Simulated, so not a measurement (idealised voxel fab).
This section sets out a process module, namely voxel double patterning.
245 nm wide, 5 nm square cells: that's cross-section cut.
Cross-section layout: square cells on a grid; listed as bands, top to bottom; a band spans one or more cell rows. Band entry format. Leading values: height of top, height of bottom, nm. Remainder: materials in left-to-right order, each with its width in nm. Special words: "edge to edge" on a single material, which then fills the band edge to edge; "blank", empty space. Where do heights start? At 0: under that level the wafer as delivered is made of one material only. And the lowest band has no floor; it just carries on downward, as in "0 -> down". The width entry "30..40" should be interpreted row by row: the top row of cells in the band takes the first number, the bottom row takes the second number, and the change between adjacent rows is uniform throughout. Reading "nothing changed" for a step: not a cell of the cross-section changed in it. Each empty space that has no open way to the top and spans at least 8 cells appears under "Closed cavities" as width x height at distance, the distance counted from the left edge, all in nm. Whatever follows a step's settings on its line is a remark the simulator itself makes about that step. "overlay nm", when on a step's line for a step with a mask, measures how far to the right of its planned place the mask lay; a negative measure means to the left. Structure of the following material. The material consists of pairs of cross-sections. Each pair comprises the cross-section before one process step and the cross-section after that step, the latter shown only down to the lowest band that changed. The step between the cross-sections is specified beneath each pair, including its settings. Pairs are not necessarily consecutive: they may derive from different runs of this module performed on the same starting wafer. Continuity with the pair above is to be assumed only where the entry headed "Status before step" of the pair in question states it.

### Status before step
0 -> down = Si edge to edge
Closed cavities: none

### Section, Post-Step
10 -> 0 = SiO2 edge to edge
Below 0 it's all the same as before, nothing changed down there.
Closed cavities: none
The two cross-sections above are separated by a single process step, namely CONFORMAL_DEP, material SiO2, thk nm 10

Status before step: This step starts from the configuration shown after the step in the pair immediately above.

### Section, Post-Step
20 -> 10 = W edge to edge
Below 10 it's all the same as before, nothing changed down there.
Closed cavities: none
The two cross-sections above are separated by a single process step, namely DIRECTIONAL_DEP, material W, thk nm 10

Status before step: This step starts from the configuration shown after the step in the pair immediately above.

### Section, Post-Step
30 -> 20 = SiN edge to edge
Below 20 it's all the same as before, nothing changed down there.
Closed cavities: none
The two cross-sections above are separated by a single process step, namely DIRECTIONAL_DEP, material SiN, thk nm 10

Status before step: This step starts from the configuration shown after the step in the pair immediately above.

### Section, Post-Step
40 -> 30 = aC edge to edge
Below 30 it's all the same as before, nothing changed down there.
Closed cavities: none
The two cross-sections above are separated by a single process step, namely DIRECTIONAL_DEP, material aC, thk nm 10

Status before step: This step starts from the configuration shown after the step in the pair immediately above.

### Section, Post-Step
65 -> 40 = resist (90) | blank (15) | resist (35) | blank (15) | resist (90)
Below 40 it's all the same as before, nothing changed down there.
Closed cavities: none
The two cross-sections above are separated by a single process step, namely PATTERN, tone open, mask id FIRST, material resist, width nm 15, pitch nm 50, thk nm 25, overlay nm 0

Status before step: This step starts from the configuration shown after the step in the pair immediately above.

### Section, Post-Step
55 -> 40 = resist (90) | blank (15) | resist (35) | blank (15) | resist (90)
40 -> 30 = aC (90) | blank (15) | aC (35) | blank (15) | aC (90)
Below 30 it's all the same as before, nothing changed down there.
Closed cavities: none
The two cross-sections above are separated by a single process step, namely DIRECTIONAL_ETCH, etch materials aC, depth nm 10

Status before step: This step starts from the configuration shown after the step in the pair immediately above.

### Section, Post-Step
40 -> 30 = aC (90) | blank (15) | aC (35) | blank (15) | aC (90)
Below 30 it's all the same as before, nothing changed down there.
Closed cavities: none
The two cross-sections above are separated by a single process step, namely STRIP, etch materials resist

Status before step: This step starts from the configuration shown after the step in the pair immediately above.

### Section, Post-Step
40 -> 30 = aC (90) | blank (15) | aC (35) | blank (15) | aC (90)
30 -> 20 = SiN (90) | blank (15) | SiN (35) | blank (15) | SiN (90)
Below 20 it's all the same as before, nothing changed down there.
Closed cavities: none
The two cross-sections above are separated by a single process step, namely DIRECTIONAL_ETCH, etch materials SiN, depth nm 10

Status before step: This step starts from the configuration shown after the step in the pair immediately above.

### Section, Post-Step
30 -> 20 = SiN (90) | blank (15) | SiN (35) | blank (15) | SiN (90)
Below 20 it's all the same as before, nothing changed down there.
Closed cavities: none
The two cross-sections above are separated by a single process step, namely STRIP, etch materials aC

Status before step: This step starts from the configuration shown after the step in the pair immediately above.

### Section, Post-Step
30 -> 20 = SiN (90) | blank (15) | SiN (10) | blank (15) | SiN (10) | blank (15) | SiN (90)
Below 20 it's all the same as before, nothing changed down there.
Closed cavities: none
The two cross-sections above are separated by a single process step, namely MASKED_ETCH, tone open, mask id SECOND, width nm 15, etch materials SiN, depth nm 10, overlay nm 0

Status before step: This step starts from the configuration shown after the step in the pair immediately above.

### Section, Post-Step
30 -> 20 = SiN (90) | blank (15) | SiN (10) | blank (15) | SiN (10) | blank (15) | SiN (90)
20 -> 10 = W (90) | blank (15) | W (10) | blank (15) | W (10) | blank (15) | W (90)
Below 10 it's all the same as before, nothing changed down there.
Closed cavities: none
The two cross-sections above are separated by a single process step, namely DIRECTIONAL_ETCH, etch materials W, depth nm 10

Status before step: This step starts from the configuration shown after the step in the pair immediately above.

### Section, Post-Step
20 -> 10 = W (90) | blank (15) | W (10) | blank (15) | W (10) | blank (15) | W (90)
Below 10 it's all the same as before, nothing changed down there.
Closed cavities: none
The two cross-sections above are separated by a single process step, namely STRIP, etch materials SiN

### Status before step
0 -> down = Si edge to edge
Closed cavities: none

### Section, Post-Step
10 -> 0 = W edge to edge
Below 0 it's all the same as before, nothing changed down there.
Closed cavities: none
The two cross-sections above are separated by a single process step, namely DIRECTIONAL_DEP, material W, thk nm 10

Status before step: This step starts from the configuration shown after the step in the pair immediately above.

### Section, Post-Step
20 -> 10 = SiN edge to edge
Below 10 it's all the same as before, nothing changed down there.
Closed cavities: none
The two cross-sections above are separated by a single process step, namely DIRECTIONAL_DEP, material SiN, thk nm 10

Status before step: This step starts from the configuration shown after the step in the pair immediately above.

### Section, Post-Step
30 -> 20 = aC edge to edge
Below 20 it's all the same as before, nothing changed down there.
Closed cavities: none
The two cross-sections above are separated by a single process step, namely DIRECTIONAL_DEP, material aC, thk nm 10

Status before step: This step starts from the configuration shown after the step in the pair immediately above.

### Section, Post-Step
55 -> 30 = resist (90) | blank (15) | resist (35) | blank (15) | resist (90)
Below 30 it's all the same as before, nothing changed down there.
Closed cavities: none
The two cross-sections above are separated by a single process step, namely PATTERN, tone open, mask id FIRST, material resist, width nm 15, pitch nm 50, thk nm 25, overlay nm 0

Status before step: This step starts from the configuration shown after the step in the pair immediately above.

### Section, Post-Step
45 -> 30 = resist (90) | blank (15) | resist (35) | blank (15) | resist (90)
30 -> 20 = aC (90) | blank (15) | aC (35) | blank (15) | aC (90)
Below 20 it's all the same as before, nothing changed down there.
Closed cavities: none
The two cross-sections above are separated by a single process step, namely DIRECTIONAL_ETCH, etch materials aC, depth nm 10

Status before step: This step starts from the configuration shown after the step in the pair immediately above.

### Section, Post-Step
30 -> 20 = aC (90) | blank (15) | aC (35) | blank (15) | aC (90)
Below 20 it's all the same as before, nothing changed down there.
Closed cavities: none
The two cross-sections above are separated by a single process step, namely STRIP, etch materials resist

Status before step: This step starts from the configuration shown after the step in the pair immediately above.

### Section, Post-Step
30 -> 20 = aC (90) | blank (15) | aC (35) | blank (15) | aC (90)
20 -> 10 = SiN (90) | blank (15) | SiN (35) | blank (15) | SiN (90)
Below 10 it's all the same as before, nothing changed down there.
Closed cavities: none
The two cross-sections above are separated by a single process step, namely DIRECTIONAL_ETCH, etch materials SiN, depth nm 10

Status before step: This step starts from the configuration shown after the step in the pair immediately above.

### Section, Post-Step
20 -> 10 = SiN (90) | blank (15) | SiN (35) | blank (15) | SiN (90)
Below 10 it's all the same as before, nothing changed down there.
Closed cavities: none
The two cross-sections above are separated by a single process step, namely STRIP, etch materials aC

Status before step: This step starts from the configuration shown after the step in the pair immediately above.

### Section, Post-Step
20 -> 10 = SiN (90) | blank (15) | SiN (10) | blank (15) | SiN (10) | blank (15) | SiN (90)
Below 10 it's all the same as before, nothing changed down there.
Closed cavities: none
The two cross-sections above are separated by a single process step, namely MASKED_ETCH, tone open, mask id SECOND, width nm 15, etch materials SiN, depth nm 10, overlay nm 0

Status before step: This step starts from the configuration shown after the step in the pair immediately above.

### Section, Post-Step
20 -> 10 = SiN (90) | blank (15) | SiN (10) | blank (15) | SiN (10) | blank (15) | SiN (90)
10 -> 0 = W (90) | blank (15) | W (10) | blank (15) | W (10) | blank (15) | W (90)
Below 0 it's all the same as before, nothing changed down there.
Closed cavities: none
The two cross-sections above are separated by a single process step, namely DIRECTIONAL_ETCH, etch materials W, depth nm 10

Status before step: This step starts from the configuration shown after the step in the pair immediately above.

### Section, Post-Step
10 -> 0 = W (90) | blank (15) | W (10) | blank (15) | W (10) | blank (15) | W (90)
Below 0 it's all the same as before, nothing changed down there.
Closed cavities: none
The two cross-sections above are separated by a single process step, namely STRIP, etch materials SiN

### Status before step
10 -> 0 = W edge to edge
0 -> down = Si edge to edge
Closed cavities: none

### Section, Post-Step
20 -> 10 = SiO2 edge to edge
Below 10 it's all the same as before, nothing changed down there.
Closed cavities: none
The two cross-sections above are separated by a single process step, namely CONFORMAL_DEP, material SiO2, thk nm 10

Status before step: This step starts from the configuration shown after the step in the pair immediately above.

### Section, Post-Step
30 -> 20 = SiN edge to edge
Below 20 it's all the same as before, nothing changed down there.
Closed cavities: none
The two cross-sections above are separated by a single process step, namely DIRECTIONAL_DEP, material SiN, thk nm 10

Status before step: This step starts from the configuration shown after the step in the pair immediately above.

### Section, Post-Step
40 -> 30 = aC edge to edge
Below 30 it's all the same as before, nothing changed down there.
Closed cavities: none
The two cross-sections above are separated by a single process step, namely DIRECTIONAL_DEP, material aC, thk nm 10

Status before step: This step starts from the configuration shown after the step in the pair immediately above.

### Section, Post-Step
65 -> 40 = resist (90) | blank (15) | resist (35) | blank (15) | resist (90)
Below 40 it's all the same as before, nothing changed down there.
Closed cavities: none
The two cross-sections above are separated by a single process step, namely PATTERN, tone open, mask id FIRST, material resist, width nm 15, pitch nm 50, thk nm 25, overlay nm 0

Status before step: This step starts from the configuration shown after the step in the pair immediately above.

### Section, Post-Step
55 -> 40 = resist (90) | blank (15) | resist (35) | blank (15) | resist (90)
40 -> 30 = aC (90) | blank (15) | aC (35) | blank (15) | aC (90)
Below 30 it's all the same as before, nothing changed down there.
Closed cavities: none
The two cross-sections above are separated by a single process step, namely DIRECTIONAL_ETCH, etch materials aC, depth nm 10

Status before step: This step starts from the configuration shown after the step in the pair immediately above.

### Section, Post-Step
40 -> 30 = aC (90) | blank (15) | aC (35) | blank (15) | aC (90)
Below 30 it's all the same as before, nothing changed down there.
Closed cavities: none
The two cross-sections above are separated by a single process step, namely STRIP, etch materials resist

Status before step: This step starts from the configuration shown after the step in the pair immediately above.

### Section, Post-Step
40 -> 30 = aC (90) | blank (15) | aC (35) | blank (15) | aC (90)
30 -> 20 = SiN (90) | blank (15) | SiN (35) | blank (15) | SiN (90)
Below 20 it's all the same as before, nothing changed down there.
Closed cavities: none
The two cross-sections above are separated by a single process step, namely DIRECTIONAL_ETCH, etch materials SiN, depth nm 10

Status before step: This step starts from the configuration shown after the step in the pair immediately above.

### Section, Post-Step
30 -> 20 = SiN (90) | blank (15) | SiN (35) | blank (15) | SiN (90)
Below 20 it's all the same as before, nothing changed down there.
Closed cavities: none
The two cross-sections above are separated by a single process step, namely STRIP, etch materials aC

Status before step: This step starts from the configuration shown after the step in the pair immediately above.

### Section, Post-Step
30 -> 20 = SiN (90) | blank (15) | SiN (10) | blank (15) | SiN (10) | blank (15) | SiN (90)
Below 20 it's all the same as before, nothing changed down there.
Closed cavities: none
The two cross-sections above are separated by a single process step, namely MASKED_ETCH, tone open, mask id SECOND, width nm 15, etch materials SiN, depth nm 10, overlay nm 0

Status before step: This step starts from the configuration shown after the step in the pair immediately above.

### Section, Post-Step
20 -> 10 = SiO2 edge to edge
Below 10 it's all the same as before, nothing changed down there.
Closed cavities: none
The two cross-sections above are separated by a single process step, namely STRIP, etch materials SiN

### Status before step
0 -> down = Si edge to edge
Closed cavities: none

### Section, Post-Step
5 -> 0 = SiO2 edge to edge
Below 0 it's all the same as before, nothing changed down there.
Closed cavities: none
The two cross-sections above are separated by a single process step, namely CONFORMAL_DEP, material SiO2, thk nm 5

Status before step: This step starts from the configuration shown after the step in the pair immediately above.

### Section, Post-Step
15 -> 5 = W edge to edge
Below 5 it's all the same as before, nothing changed down there.
Closed cavities: none
The two cross-sections above are separated by a single process step, namely DIRECTIONAL_DEP, material W, thk nm 10

Status before step: This step starts from the configuration shown after the step in the pair immediately above.

### Section, Post-Step
25 -> 15 = SiN edge to edge
Below 15 it's all the same as before, nothing changed down there.
Closed cavities: none
The two cross-sections above are separated by a single process step, namely DIRECTIONAL_DEP, material SiN, thk nm 10

Status before step: This step starts from the configuration shown after the step in the pair immediately above.

### Section, Post-Step
35 -> 25 = aC edge to edge
Below 25 it's all the same as before, nothing changed down there.
Closed cavities: none
The two cross-sections above are separated by a single process step, namely DIRECTIONAL_DEP, material aC, thk nm 10

Status before step: This step starts from the configuration shown after the step in the pair immediately above.

### Section, Post-Step
60 -> 35 = resist (90) | blank (15) | resist (35) | blank (15) | resist (90)
Below 35 it's all the same as before, nothing changed down there.
Closed cavities: none
The two cross-sections above are separated by a single process step, namely PATTERN, tone open, mask id FIRST, material resist, width nm 15, pitch nm 50, thk nm 25, overlay nm 0

Status before step: This step starts from the configuration shown after the step in the pair immediately above.

### Section, Post-Step
50 -> 35 = resist (90) | blank (15) | resist (35) | blank (15) | resist (90)
35 -> 25 = aC (90) | blank (15) | aC (35) | blank (15) | aC (90)
Below 25 it's all the same as before, nothing changed down there.
Closed cavities: none
The two cross-sections above are separated by a single process step, namely DIRECTIONAL_ETCH, etch materials aC, depth nm 10

Status before step: This step starts from the configuration shown after the step in the pair immediately above.

### Section, Post-Step
35 -> 25 = aC (90) | blank (15) | aC (35) | blank (15) | aC (90)
Below 25 it's all the same as before, nothing changed down there.
Closed cavities: none
The two cross-sections above are separated by a single process step, namely STRIP, etch materials resist

Status before step: This step starts from the configuration shown after the step in the pair immediately above.

### Section, Post-Step
35 -> 25 = aC (90) | blank (15) | aC (35) | blank (15) | aC (90)
25 -> 15 = SiN (90) | blank (15) | SiN (35) | blank (15) | SiN (90)
Below 15 it's all the same as before, nothing changed down there.
Closed cavities: none
The two cross-sections above are separated by a single process step, namely DIRECTIONAL_ETCH, etch materials SiN, depth nm 10

Status before step: This step starts from the configuration shown after the step in the pair immediately above.

### Section, Post-Step
25 -> 15 = SiN (90) | blank (15) | SiN (35) | blank (15) | SiN (90)
Below 15 it's all the same as before, nothing changed down there.
Closed cavities: none
The two cross-sections above are separated by a single process step, namely STRIP, etch materials aC

Status before step: This step starts from the configuration shown after the step in the pair immediately above.

### Section, Post-Step
25 -> 15 = SiN (90) | blank (15) | SiN (10) | blank (15) | SiN (10) | blank (15) | SiN (90)
Below 15 it's all the same as before, nothing changed down there.
Closed cavities: none
The two cross-sections above are separated by a single process step, namely MASKED_ETCH, tone open, mask id SECOND, width nm 15, etch materials SiN, depth nm 10, overlay nm 0

Status before step: This step starts from the configuration shown after the step in the pair immediately above.

### Section, Post-Step
25 -> 15 = SiN (90) | blank (15) | SiN (10) | blank (15) | SiN (10) | blank (15) | SiN (90)
15 -> 5 = W (90) | blank (15) | W (10) | blank (15) | W (10) | blank (15) | W (90)
Below 5 it's all the same as before, nothing changed down there.
Closed cavities: none
The two cross-sections above are separated by a single process step, namely DIRECTIONAL_ETCH, etch materials W, depth nm 10

Status before step: This step starts from the configuration shown after the step in the pair immediately above.

### Section, Post-Step
15 -> 5 = W (90) | blank (15) | W (10) | blank (15) | W (10) | blank (15) | W (90)
Below 5 it's all the same as before, nothing changed down there.
Closed cavities: none
The two cross-sections above are separated by a single process step, namely STRIP, etch materials SiN

### Status before step
40 -> 30 = aC edge to edge
30 -> 20 = SiN edge to edge
20 -> 10 = W edge to edge
10 -> 0 = SiO2 edge to edge
0 -> down = Si edge to edge
Closed cavities: none

### Section, Post-Step
65 -> 40 = resist (90) | blank (20) | resist (30) | blank (20) | resist (85)
Below 40 it's all the same as before, nothing changed down there.
Closed cavities: none
The two cross-sections above are separated by a single process step, namely PATTERN, tone open, mask id FIRST, material resist, width nm 20, pitch nm 50, thk nm 25, overlay nm 0

Status before step: This step starts from the configuration shown after the step in the pair immediately above.

### Section, Post-Step
55 -> 40 = resist (90) | blank (20) | resist (30) | blank (20) | resist (85)
40 -> 30 = aC (90) | blank (20) | aC (30) | blank (20) | aC (85)
Below 30 it's all the same as before, nothing changed down there.
Closed cavities: none
The two cross-sections above are separated by a single process step, namely DIRECTIONAL_ETCH, etch materials aC, depth nm 10

Status before step: This step starts from the configuration shown after the step in the pair immediately above.

### Section, Post-Step
40 -> 30 = aC (90) | blank (20) | aC (30) | blank (20) | aC (85)
Below 30 it's all the same as before, nothing changed down there.
Closed cavities: none
The two cross-sections above are separated by a single process step, namely STRIP, etch materials resist

Status before step: This step starts from the configuration shown after the step in the pair immediately above.

### Section, Post-Step
40 -> 30 = aC (90) | blank (20) | aC (30) | blank (20) | aC (85)
30 -> 20 = SiN (90) | blank (20) | SiN (30) | blank (20) | SiN (85)
Below 20 it's all the same as before, nothing changed down there.
Closed cavities: none
The two cross-sections above are separated by a single process step, namely DIRECTIONAL_ETCH, etch materials SiN, depth nm 10

Status before step: This step starts from the configuration shown after the step in the pair immediately above.

### Section, Post-Step
30 -> 20 = SiN (90) | blank (20) | SiN (30) | blank (20) | SiN (85)
Below 20 it's all the same as before, nothing changed down there.
Closed cavities: none
The two cross-sections above are separated by a single process step, namely STRIP, etch materials aC

Status before step: This step starts from the configuration shown after the step in the pair immediately above.

### Section, Post-Step
30 -> 20 = SiN (90) | blank (20) | SiN (5) | blank (15) | SiN (10) | blank (20) | SiN (85)
Below 20 it's all the same as before, nothing changed down there.
Closed cavities: none
The two cross-sections above are separated by a single process step, namely MASKED_ETCH, tone open, mask id SECOND, width nm 15, etch materials SiN, depth nm 10, overlay nm 0

Status before step: This step starts from the configuration shown after the step in the pair immediately above.

### Section, Post-Step
30 -> 20 = SiN (90) | blank (20) | SiN (5) | blank (15) | SiN (10) | blank (20) | SiN (85)
20 -> 10 = W (90) | blank (20) | W (5) | blank (15) | W (10) | blank (20) | W (85)
Below 10 it's all the same as before, nothing changed down there.
Closed cavities: none
The two cross-sections above are separated by a single process step, namely DIRECTIONAL_ETCH, etch materials W, depth nm 10

Status before step: This step starts from the configuration shown after the step in the pair immediately above.

### Section, Post-Step
20 -> 10 = W (90) | blank (20) | W (5) | blank (15) | W (10) | blank (20) | W (85)
Below 10 it's all the same as before, nothing changed down there.
Closed cavities: none
The two cross-sections above are separated by a single process step, namely STRIP, etch materials SiN

### Status before step
40 -> 30 = aC edge to edge
30 -> 20 = SiN edge to edge
20 -> 10 = W edge to edge
10 -> 0 = SiO2 edge to edge
0 -> down = Si edge to edge
Closed cavities: none

### Section, Post-Step
65 -> 40 = resist (95) | blank (15) | resist (35) | blank (15) | resist (85)
Below 40 it's all the same as before, nothing changed down there.
Closed cavities: none
The two cross-sections above are separated by a single process step, namely PATTERN, tone open, mask id FIRST, material resist, width nm 15, pitch nm 50, thk nm 25, overlay nm 5

Status before step: This step starts from the configuration shown after the step in the pair immediately above.

### Section, Post-Step
55 -> 40 = resist (95) | blank (15) | resist (35) | blank (15) | resist (85)
40 -> 30 = aC (95) | blank (15) | aC (35) | blank (15) | aC (85)
Below 30 it's all the same as before, nothing changed down there.
Closed cavities: none
The two cross-sections above are separated by a single process step, namely DIRECTIONAL_ETCH, etch materials aC, depth nm 10

Status before step: This step starts from the configuration shown after the step in the pair immediately above.

### Section, Post-Step
40 -> 30 = aC (95) | blank (15) | aC (35) | blank (15) | aC (85)
Below 30 it's all the same as before, nothing changed down there.
Closed cavities: none
The two cross-sections above are separated by a single process step, namely STRIP, etch materials resist

Status before step: This step starts from the configuration shown after the step in the pair immediately above.

### Section, Post-Step
40 -> 30 = aC (95) | blank (15) | aC (35) | blank (15) | aC (85)
30 -> 20 = SiN (95) | blank (15) | SiN (35) | blank (15) | SiN (85)
Below 20 it's all the same as before, nothing changed down there.
Closed cavities: none
The two cross-sections above are separated by a single process step, namely DIRECTIONAL_ETCH, etch materials SiN, depth nm 10

Status before step: This step starts from the configuration shown after the step in the pair immediately above.

### Section, Post-Step
30 -> 20 = SiN (95) | blank (15) | SiN (35) | blank (15) | SiN (85)
Below 20 it's all the same as before, nothing changed down there.
Closed cavities: none
The two cross-sections above are separated by a single process step, namely STRIP, etch materials aC

Status before step: This step starts from the configuration shown after the step in the pair immediately above.

### Section, Post-Step
30 -> 20 = SiN (95) | blank (15) | SiN (5) | blank (15) | SiN (15) | blank (15) | SiN (85)
Below 20 it's all the same as before, nothing changed down there.
Closed cavities: none
The two cross-sections above are separated by a single process step, namely MASKED_ETCH, tone open, mask id SECOND, width nm 15, etch materials SiN, depth nm 10, overlay nm 0

Status before step: This step starts from the configuration shown after the step in the pair immediately above.

### Section, Post-Step
30 -> 20 = SiN (95) | blank (15) | SiN (5) | blank (15) | SiN (15) | blank (15) | SiN (85)
20 -> 10 = W (95) | blank (15) | W (5) | blank (15) | W (15) | blank (15) | W (85)
Below 10 it's all the same as before, nothing changed down there.
Closed cavities: none
The two cross-sections above are separated by a single process step, namely DIRECTIONAL_ETCH, etch materials W, depth nm 10

Status before step: This step starts from the configuration shown after the step in the pair immediately above.

### Section, Post-Step
20 -> 10 = W (95) | blank (15) | W (5) | blank (15) | W (15) | blank (15) | W (85)
Below 10 it's all the same as before, nothing changed down there.
Closed cavities: none
The two cross-sections above are separated by a single process step, namely STRIP, etch materials SiN

### Status before step
20 -> 10 = W edge to edge
10 -> 0 = SiO2 edge to edge
0 -> down = Si edge to edge
Closed cavities: none

### Section, Post-Step
30 -> 20 = SiO2 edge to edge
Below 20 it's all the same as before, nothing changed down there.
Closed cavities: none
The two cross-sections above are separated by a single process step, namely DIRECTIONAL_DEP, material SiO2, thk nm 10

Status before step: This step starts from the configuration shown after the step in the pair immediately above.

### Section, Post-Step
40 -> 30 = aC edge to edge
Below 30 it's all the same as before, nothing changed down there.
Closed cavities: none
The two cross-sections above are separated by a single process step, namely DIRECTIONAL_DEP, material aC, thk nm 10

Status before step: This step starts from the configuration shown after the step in the pair immediately above.

### Section, Post-Step
65 -> 40 = resist (90) | blank (15) | resist (35) | blank (15) | resist (90)
Below 40 it's all the same as before, nothing changed down there.
Closed cavities: none
The two cross-sections above are separated by a single process step, namely PATTERN, tone open, mask id FIRST, material resist, width nm 15, pitch nm 50, thk nm 25, overlay nm 0

Status before step: This step starts from the configuration shown after the step in the pair immediately above.

### Section, Post-Step
55 -> 40 = resist (90) | blank (15) | resist (35) | blank (15) | resist (90)
40 -> 30 = aC (90) | blank (15) | aC (35) | blank (15) | aC (90)
Below 30 it's all the same as before, nothing changed down there.
Closed cavities: none
The two cross-sections above are separated by a single process step, namely DIRECTIONAL_ETCH, etch materials aC, depth nm 10

Status before step: This step starts from the configuration shown after the step in the pair immediately above.

### Section, Post-Step
40 -> 30 = aC (90) | blank (15) | aC (35) | blank (15) | aC (90)
Below 30 it's all the same as before, nothing changed down there.
Closed cavities: none
The two cross-sections above are separated by a single process step, namely STRIP, etch materials resist

Status before step: This step starts from the configuration shown after the step in the pair immediately above.

### Section, Post-Step
30 -> 20 = SiO2 edge to edge
Below 20 it's all the same as before, nothing changed down there.
Closed cavities: none
The two cross-sections above are separated by a single process step, namely STRIP, etch materials aC

### Status before step
40 -> 30 = aC edge to edge
30 -> 20 = SiN edge to edge
20 -> 10 = W edge to edge
10 -> 0 = SiO2 edge to edge
0 -> down = Si edge to edge
Closed cavities: none

### Section, Post-Step
65 -> 40 = blank (90) | resist (15) | blank (35) | resist (15) | blank (90)
Below 40 it's all the same as before, nothing changed down there.
Closed cavities: none
The two cross-sections above are separated by a single process step, namely PATTERN, tone cover, mask id FIRST, material resist, width nm 15, pitch nm 50, thk nm 25, overlay nm 0

Status before step: This step starts from the configuration shown after the step in the pair immediately above.

### Section, Post-Step
55 -> 40 = blank (90) | resist (15) | blank (35) | resist (15) | blank (90)
40 -> 30 = blank (90) | aC (15) | blank (35) | aC (15) | blank (90)
Below 30 it's all the same as before, nothing changed down there.
Closed cavities: none
The two cross-sections above are separated by a single process step, namely DIRECTIONAL_ETCH, etch materials aC, depth nm 10

Status before step: This step starts from the configuration shown after the step in the pair immediately above.

### Section, Post-Step
40 -> 30 = blank (90) | aC (15) | blank (35) | aC (15) | blank (90)
Below 30 it's all the same as before, nothing changed down there.
Closed cavities: none
The two cross-sections above are separated by a single process step, namely STRIP, etch materials resist

Status before step: This step starts from the configuration shown after the step in the pair immediately above.

### Section, Post-Step
40 -> 30 = blank (90) | aC (15) | blank (35) | aC (15) | blank (90)
30 -> 20 = blank (90) | SiN (15) | blank (35) | SiN (15) | blank (90)
Below 20 it's all the same as before, nothing changed down there.
Closed cavities: none
The two cross-sections above are separated by a single process step, namely DIRECTIONAL_ETCH, etch materials SiN, depth nm 10

Status before step: This step starts from the configuration shown after the step in the pair immediately above.

### Section, Post-Step
30 -> 20 = blank (90) | SiN (15) | blank (35) | SiN (15) | blank (90)
Below 20 it's all the same as before, nothing changed down there.
Closed cavities: none
The two cross-sections above are separated by a single process step, namely STRIP, etch materials aC

Status before step: This step starts from the configuration shown after the step in the pair immediately above.

### Section, Post-Step
30 -> 20 = blank (90) | SiN (15) | blank (35) | SiN (15) | blank (90)
20 -> 10 = blank (90) | W (15) | blank (35) | W (15) | blank (90)
Below 10 it's all the same as before, nothing changed down there.
Closed cavities: none
The two cross-sections above are separated by a single process step, namely DIRECTIONAL_ETCH, etch materials W, depth nm 10

Status before step: This step starts from the configuration shown after the step in the pair immediately above.

### Section, Post-Step
20 -> 10 = blank (90) | W (15) | blank (35) | W (15) | blank (90)
Below 10 it's all the same as before, nothing changed down there.
Closed cavities: none
The two cross-sections above are separated by a single process step, namely STRIP, etch materials SiN
